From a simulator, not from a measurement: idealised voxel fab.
process module | voxel gate over fins
cross-section cut | 255 nm wide | cells 5 nm
A cross-section is a grid of square cells, given in bands from the top down. A band is one or more rows of cells.
Each band's line starts with the height of the band's top and of its bottom, in nm. Then come its materials from left to right, each with its width in nm. One material with "throughout" fills the band from edge to edge. "air" is empty space.
Height 0 is the level under which the wafer as received is all one material. The lowest band goes on downwards, as in "0 down".
A width such as "30 to 40" changes by the same amount from each row of cells to the next, from the band's top row to its bottom row.
"no change" after a step means that no cell of the cross-section changed.
closed voids: empty space of 8 cells or more with no open way to the top, each as width x height at its distance from the left edge, in nm
after a step's settings: what the simulator itself notes on the step
overlay nm, on a step with a mask: how far to the right of its planned place the mask lay; to the left if negative
plan
1 op RECEIVE | material Si
2 op CONFORMAL_DEP | material SiN | thk nm 10
3 op MASKED_ETCH | tone cover | mask id FINS | width nm 15 | pitch nm 55 | etch materials SiN | depth nm 10 | overlay nm 0
4 op MASKED_ETCH | tone cover | mask id FINS | width nm 15 | pitch nm 55 | etch materials Si | depth nm 40 | overlay nm 0
5 op OXIDIZE | depth nm 5
6 op FILL_DEP | material SiO2 | thk nm 10
7 op CMP | height nm 10
8 op DIRECTIONAL_DEP | material aC | thk nm 10
9 op PATTERN | tone open | mask id RAIL | material resist | width nm 15 | thk nm 30 | overlay nm 0
10 op DIRECTIONAL_ETCH | etch materials aC | depth nm 10
11 op STRIP | etch materials resist
12 op DIRECTIONAL_ETCH | etch materials SiO2 | depth nm 45
13 op STRIP | etch materials aC
14 op CONFORMAL_DEP | material TiN | thk nm 5
15 op FILL_DEP | material W | thk nm 10
16 op CMP | height nm 10
17 op SELECTIVE_ETCH | etch materials W Ru TiN | depth nm 35
18 op FILL_DEP | material SiO2 | thk nm 5
19 op CMP | height nm 10
20 op SELECTIVE_ETCH | etch materials SiO2 | depth nm 25
21 op STRIP | etch materials SiN
22 op CONFORMAL_DEP | material HfO2 | thk nm 5
23 op CONFORMAL_DEP | material TiN | thk nm 5
24 op FILL_DEP | material W | thk nm 15
25 op CMP | height nm 20
26 op CONFORMAL_DEP | material SiCN | thk nm 10
varied across the wafers: width nm of step 4. The plan shows the first wafer's value. All wafers start alike
first wafer as received, after step 1
  0 down: Si throughout
  closed voids: none
first wafer at the end, after step 26
  30 to 20: SiCN throughout
  20 to 10: W throughout
  10 to 5: W 30 | TiN 25 | W 30 | TiN 25 | W 30 | TiN 25 | W 30 | TiN 25 | W 35
  5 to 0: W 30 | TiN 5 | HfO2 15 | TiN 5 | W 30 | TiN 5 | HfO2 15 | TiN 5 | W 30 | TiN 5 | HfO2 15 | TiN 5 | W 30 | TiN 5 | HfO2 15 | TiN 5 | W 35
  0 to -5: W 30 | TiN 5 | HfO2 5 | Si 5 | HfO2 5 | TiN 5 | W 30 | TiN 5 | HfO2 5 | Si 5 | HfO2 5 | TiN 5 | W 30 | TiN 5 | HfO2 5 | Si 5 | HfO2 5 | TiN 5 | W 30 | TiN 5 | HfO2 5 | Si 5 | HfO2 5 | TiN 5 | W 35
  -5 to -10: TiN 35 | HfO2 5 | Si 5 | HfO2 5 | TiN 40 | HfO2 5 | Si 5 | HfO2 5 | TiN 40 | HfO2 5 | Si 5 | HfO2 5 | TiN 40 | HfO2 5 | Si 5 | HfO2 5 | TiN 40
  -10 to -15: HfO2 40 | Si 5 | HfO2 50 | Si 5 | HfO2 50 | Si 5 | HfO2 50 | Si 5 | HfO2 45
  -15 to -25: SiO2 40 | Si 5 | SiO2 50 | Si 5 | SiO2 50 | Si 5 | SiO2 50 | Si 5 | SiO2 45
  -25 to -30: SiO2 40 | Si 5 | SiO2 15 | TiN 5 | W 5 | TiN 5 | SiO2 20 | Si 5 | SiO2 50 | Si 5 | SiO2 50 | Si 5 | SiO2 45
  -30 to -35: SiO2 40 | Si 5 | SiO2 15 | TiN 15 | SiO2 20 | Si 5 | SiO2 50 | Si 5 | SiO2 50 | Si 5 | SiO2 45
  -35 to -45: SiO2 40 | Si 5 | SiO2 50 | Si 5 | SiO2 50 | Si 5 | SiO2 50 | Si 5 | SiO2 45
  -45 down: Si throughout
  closed voids: none
last wafer at the end
  30 to 20: SiCN throughout
  20 to 10: W throughout
  10 to 5: W 30 | TiN 25 | W 30 | TiN 25 | W 30 | TiN 25 | W 30 | TiN 25 | W 35
  5 to 0: W 25 | TiN 10 | HfO2 15 | TiN 15 | W 15 | TiN 10 | HfO2 15 | TiN 15 | W 15 | TiN 10 | HfO2 15 | TiN 15 | W 15 | TiN 10 | HfO2 15 | TiN 15 | W 25
  0 to -5: W 25 | TiN 5 | HfO2 10 | Si 5 | HfO2 15 | TiN 5 | W 15 | TiN 5 | HfO2 10 | Si 5 | HfO2 15 | TiN 5 | W 15 | TiN 5 | HfO2 10 | Si 5 | HfO2 15 | TiN 5 | W 15 | TiN 5 | HfO2 10 | Si 5 | HfO2 15 | TiN 5 | W 25
  -5 to -10: TiN 30 | HfO2 5 | Si 20 | HfO2 5 | TiN 25 | HfO2 5 | Si 20 | HfO2 5 | TiN 25 | HfO2 5 | Si 20 | HfO2 5 | TiN 25 | HfO2 5 | Si 20 | HfO2 5 | TiN 30
  -10 to -15: HfO2 35 | Si 20 | HfO2 35 | Si 20 | HfO2 35 | Si 20 | HfO2 35 | Si 20 | HfO2 35
  -15 to -25: SiO2 35 | Si 20 | SiO2 35 | Si 20 | SiO2 35 | Si 20 | SiO2 35 | Si 20 | SiO2 35
  -25 to -30: SiO2 35 | Si 20 | SiO2 5 | TiN 5 | W 5 | TiN 5 | SiO2 15 | Si 20 | SiO2 35 | Si 20 | SiO2 35 | Si 20 | SiO2 35
  -30 to -35: SiO2 35 | Si 20 | SiO2 5 | TiN 15 | SiO2 15 | Si 20 | SiO2 35 | Si 20 | SiO2 35 | Si 20 | SiO2 35
  -35 to -45: SiO2 35 | Si 20 | SiO2 35 | Si 20 | SiO2 35 | Si 20 | SiO2 35 | Si 20 | SiO2 35
  -45 down: Si throughout
  closed voids: none
each wafer at the end: cells of each material gained (+) or lost (-) since it was received, then its closed voids
width nm 15 | +75 HfO2 | -423 Si | +102 SiCN | +276 SiO2 | +80 TiN | +196 W | closed voids: none
width nm 20 | +75 HfO2 | -391 Si | +102 SiCN | +252 SiO2 | +80 TiN | +188 W | closed voids: none
width nm 25 | +75 HfO2 | -359 Si | +102 SiCN | +228 SiO2 | +80 TiN | +180 W | closed voids: none
width nm 30 | +75 HfO2 | -327 Si | +102 SiCN | +204 SiO2 | +80 TiN | +172 W | closed voids: none
